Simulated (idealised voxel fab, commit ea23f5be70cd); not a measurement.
Process module name: voxel self aligned contacts
Each square cell in cross-section cut measures 5 nm, and the section as a whole is 230 nm wide.
This document writes a cross-section as a grid whose cells are square, and gives it as bands, listed from the top down; one or more rows of cells form a band.
Band entry format. Leading values: height of top, height of bottom, nm. Remainder: materials in left-to-right order, each with its width in nm. Special words: "full width" on a single material, which then fills the band edge to edge; "empty", empty space.
Height reference: 0 = level under which incoming wafer is all one material. Lowest band: no bottom, runs on downward, e.g. "z 0 and below".
The width entry "30 to 40" should be interpreted row by row: the top row of cells in the band takes the first number, the bottom row takes the second number, and the change between adjacent rows is uniform throughout.
Step marked "no modification"? Then no cell in the cross-section changed in it.
Enclosed voids (no open way to top), threshold 8 cells or more, entry "Catalogued sealed voids", notation width x height at distance, distance from left edge, nm.
That trailing text on a step's line, after the settings, is the simulator's own remark on the step.
overlay nm: on a step with a mask, how far right of its planned place the mask lay; negative means left.
-- plan
1. RECEIVE [material Si]
2. CONFORMAL_DEP [material SiO2] [thk nm 5]
3. DIRECTIONAL_DEP [material polySi] [thk nm 30]
4. DIRECTIONAL_DEP [material SiN] [thk nm 20]
5. PATTERN [tone cover] [mask id GATE] [material resist] [width nm 35] [pitch nm 60] [thk nm 15] [overlay nm 0]
6. DIRECTIONAL_ETCH [etch materials SiN] [depth nm 20]
7. DIRECTIONAL_ETCH [etch materials polySi] [depth nm 30]
8. STRIP [etch materials resist]
9. CONFORMAL_DEP [material SiN] [thk nm 5]
10. DIRECTIONAL_ETCH [etch materials SiN] [depth nm 5]
11. FILL_DEP [material SiO2] [thk nm 20]
12. CMP [height nm 65]
13. PATTERN [tone open] [mask id CONTACT] [material resist] [width nm 35] [thk nm 15] [overlay nm 0]
14. DIRECTIONAL_ETCH [etch materials SiO2] [depth nm 65]
15. STRIP [etch materials resist]
16. CONFORMAL_DEP [material TiN] [thk nm 5]
17. FILL_DEP [material Ru] [thk nm 10]
18. CMP [height nm 65]
19. CONFORMAL_DEP [material SiCN] [thk nm 5]
-- On the first of the two wafers: run conducted according to plan
-- This is the cross-section of the wafer as we received it, i.e. after step 1
> z 0 and below | Si full width
> Catalogued sealed voids: none
-- The wafer, seen in cross-section, after step 2
> z 5 to 0 | SiO2 full width
> Unchanged below 0.
-- The wafer, seen in cross-section, after step 3
> z 35 to 5 | polySi full width
> Unchanged below 5.
-- The wafer, seen in cross-section, after step 4
> z 55 to 35 | SiN full width
> Unchanged below 35.
-- The wafer, seen in cross-section, after step 5
> z 70 to 55 | 65 empty, 35 resist, 25 empty, 35 resist, 70 empty
> Unchanged below 55.
-- The wafer, seen in cross-section, after step 6
> z 70 to 55 | 65 empty, 35 resist, 25 empty, 35 resist, 70 empty
> z 55 to 35 | 65 empty, 35 SiN, 25 empty, 35 SiN, 70 empty
> Unchanged below 35.
-- The wafer, seen in cross-section, after step 7
> z 70 to 55 | 65 empty, 35 resist, 25 empty, 35 resist, 70 empty
> z 55 to 35 | 65 empty, 35 SiN, 25 empty, 35 SiN, 70 empty
> z 35 to 5 | 65 empty, 35 polySi, 25 empty, 35 polySi, 70 empty
> Unchanged below 5.
-- The wafer, seen in cross-section, after step 8
> z 55 to 35 | 65 empty, 35 SiN, 25 empty, 35 SiN, 70 empty
> Unchanged below 35.
-- The wafer, seen in cross-section, after step 9
> z 60 to 35 | 60 empty, 45 SiN, 15 empty, 45 SiN, 65 empty
> z 35 to 10 | 60 empty, 5 SiN, 35 polySi, 5 SiN, 15 empty, 5 SiN, 35 polySi, 5 SiN, 65 empty
> z 10 to 5 | 65 SiN, 35 polySi, 25 SiN, 35 polySi, 70 SiN
> Unchanged below 5.
-- The wafer, seen in cross-section, after step 10
> z 55 to 35 | 60 empty, 45 SiN, 15 empty, 45 SiN, 65 empty
> z 35 to 5 | 60 empty, 5 SiN, 35 polySi, 5 SiN, 15 empty, 5 SiN, 35 polySi, 5 SiN, 65 empty
> Unchanged below 5.
-- The wafer, seen in cross-section, after step 11
> z 75 to 55 | SiO2 full width
> z 55 to 35 | 60 SiO2, 45 SiN, 15 SiO2, 45 SiN, 65 SiO2
> z 35 to 5 | 60 SiO2, 5 SiN, 35 polySi, 5 SiN, 15 SiO2, 5 SiN, 35 polySi, 5 SiN, 65 SiO2
> Unchanged below 5.
-- The wafer, seen in cross-section, after step 12
> z 65 to 55 | SiO2 full width
> Unchanged below 55.
-- The wafer, seen in cross-section, after step 13
> z 80 to 65 | 95 resist, 35 empty, 100 resist
> Unchanged below 65.
-- The wafer, seen in cross-section, after step 14
> z 80 to 65 | 95 resist, 35 empty, 100 resist
> z 65 to 55 | 95 SiO2, 35 empty, 100 SiO2
> z 55 to 35 | 60 SiO2, 45 SiN, 15 empty, 45 SiN, 65 SiO2
> z 35 to 5 | 60 SiO2, 5 SiN, 35 polySi, 5 SiN, 15 empty, 5 SiN, 35 polySi, 5 SiN, 65 SiO2
> z 5 to 0 | 105 SiO2, 15 empty, 110 SiO2
> Unchanged below 0.
-- The wafer, seen in cross-section, after step 15
> z 65 to 55 | 95 SiO2, 35 empty, 100 SiO2
> Unchanged below 55.
-- The wafer, seen in cross-section, after step 16
> z 70 to 65 | 100 TiN, 25 empty, 105 TiN
> z 65 to 55 | 95 SiO2, 5 to 15 TiN, 25 to 5 empty, 5 to 15 TiN, 100 SiO2
> z 55 to 35 | 60 SiO2, 45 SiN, 5 TiN, 5 empty, 5 TiN, 45 SiN, 65 SiO2
> z 35 to 5 | 60 SiO2, 5 SiN, 35 polySi, 5 SiN, 5 TiN, 5 empty, 5 TiN, 5 SiN, 35 polySi, 5 SiN, 65 SiO2
> z 5 to 0 | 105 SiO2, 15 TiN, 110 SiO2
> Unchanged below 0.
-- The wafer, seen in cross-section, after step 17
> z 80 to 70 | Ru full width
> z 70 to 65 | 100 TiN, 25 Ru, 105 TiN
> z 65 to 55 | 95 SiO2, 5 to 15 TiN, 25 to 5 Ru, 5 to 15 TiN, 100 SiO2
> z 55 to 35 | 60 SiO2, 45 SiN, 5 TiN, 5 Ru, 5 TiN, 45 SiN, 65 SiO2
> z 35 to 5 | 60 SiO2, 5 SiN, 35 polySi, 5 SiN, 5 TiN, 5 Ru, 5 TiN, 5 SiN, 35 polySi, 5 SiN, 65 SiO2
> Unchanged below 5.
-- The wafer, seen in cross-section, after step 18
> z 65 to 55 | 95 SiO2, 5 to 15 TiN, 25 to 5 Ru, 5 to 15 TiN, 100 SiO2
> Unchanged below 55.
-- The wafer, seen in cross-section, after step 19
> z 70 to 65 | SiCN full width
> Unchanged below 65.
-- It is to be noted that the second wafer proceeded from the same initial state and according to the same plan as the first, although one mistake was committed in its execution; through step 2, inclusive, the two wafers share an identical history
-- Planned end of step 3: second wafer, cross-section
> z 35 to 5 | SiN full width
> Unchanged below 5.
-- Planned end of step 4: second wafer, cross-section
> z 55 to 5 | SiN full width
> Unchanged below 5.
-- Planned end of step 5: second wafer, cross-section
> z 70 to 55 | 65 empty, 35 resist, 25 empty, 35 resist, 70 empty
> Unchanged below 55.
-- Planned end of step 6: second wafer, cross-section
> z 70 to 55 | 65 empty, 35 resist, 25 empty, 35 resist, 70 empty
> z 55 to 35 | 65 empty, 35 SiN, 25 empty, 35 SiN, 70 empty
> Unchanged below 35.
Planned end of step 7: second wafer, cross-section: no modification
-- Planned end of step 8: second wafer, cross-section
> z 55 to 35 | 65 empty, 35 SiN, 25 empty, 35 SiN, 70 empty
> Unchanged below 35.
-- Planned end of step 9: second wafer, cross-section
> z 60 to 40 | 60 empty, 45 SiN, 15 empty, 45 SiN, 65 empty
> z 40 to 5 | SiN full width
> Unchanged below 5.
-- Planned end of step 10: second wafer, cross-section
> z 55 to 35 | 60 empty, 45 SiN, 15 empty, 45 SiN, 65 empty
> Unchanged below 35.
-- Planned end of step 11: second wafer, cross-section
> z 75 to 55 | SiO2 full width
> z 55 to 35 | 60 SiO2, 45 SiN, 15 SiO2, 45 SiN, 65 SiO2
> Unchanged below 35.
-- Planned end of step 12: second wafer, cross-section
> z 65 to 55 | SiO2 full width
> Unchanged below 55.
-- Planned end of step 13: second wafer, cross-section
> z 80 to 65 | 95 resist, 35 empty, 100 resist
> Unchanged below 65.
-- Planned end of step 14: second wafer, cross-section
> z 80 to 65 | 95 resist, 35 empty, 100 resist
> z 65 to 55 | 95 SiO2, 35 empty, 100 SiO2
> z 55 to 35 | 60 SiO2, 45 SiN, 15 empty, 45 SiN, 65 SiO2
> Unchanged below 35.
-- Planned end of step 15: second wafer, cross-section
> z 65 to 55 | 95 SiO2, 35 empty, 100 SiO2
> Unchanged below 55.
-- Planned end of step 16: second wafer, cross-section
> z 70 to 65 | 100 TiN, 25 empty, 105 TiN
> z 65 to 55 | 95 SiO2, 5 to 15 TiN, 25 to 5 empty, 5 to 15 TiN, 100 SiO2
> z 55 to 40 | 60 SiO2, 45 SiN, 5 TiN, 5 empty, 5 TiN, 45 SiN, 65 SiO2
> z 40 to 35 | 60 SiO2, 45 SiN, 15 TiN, 45 SiN, 65 SiO2
> Unchanged below 35.
-- Planned end of step 17: second wafer, cross-section
> z 80 to 70 | Ru full width
> z 70 to 65 | 100 TiN, 25 Ru, 105 TiN
> z 65 to 55 | 95 SiO2, 5 to 15 TiN, 25 to 5 Ru, 5 to 15 TiN, 100 SiO2
> z 55 to 40 | 60 SiO2, 45 SiN, 5 TiN, 5 Ru, 5 TiN, 45 SiN, 65 SiO2
> Unchanged below 40.
-- Planned end of step 18: second wafer, cross-section
> z 65 to 55 | 95 SiO2, 5 to 15 TiN, 25 to 5 Ru, 5 to 15 TiN, 100 SiO2
> Unchanged below 55.
-- Planned end of step 19: second wafer, cross-section
> z 70 to 65 | SiCN full width
> Unchanged below 65.
Where did the run depart from the plan? not per plan at step 3, really ran DIRECTIONAL_DEP [material SiN] [thk nm 30]
Once processing is complete, comparing cell counts shows that the second wafer has more or fewer of certain materials than the first: -7 Ru | +252 SiN | -147 SiO2 | -14 TiN | -84 polySi
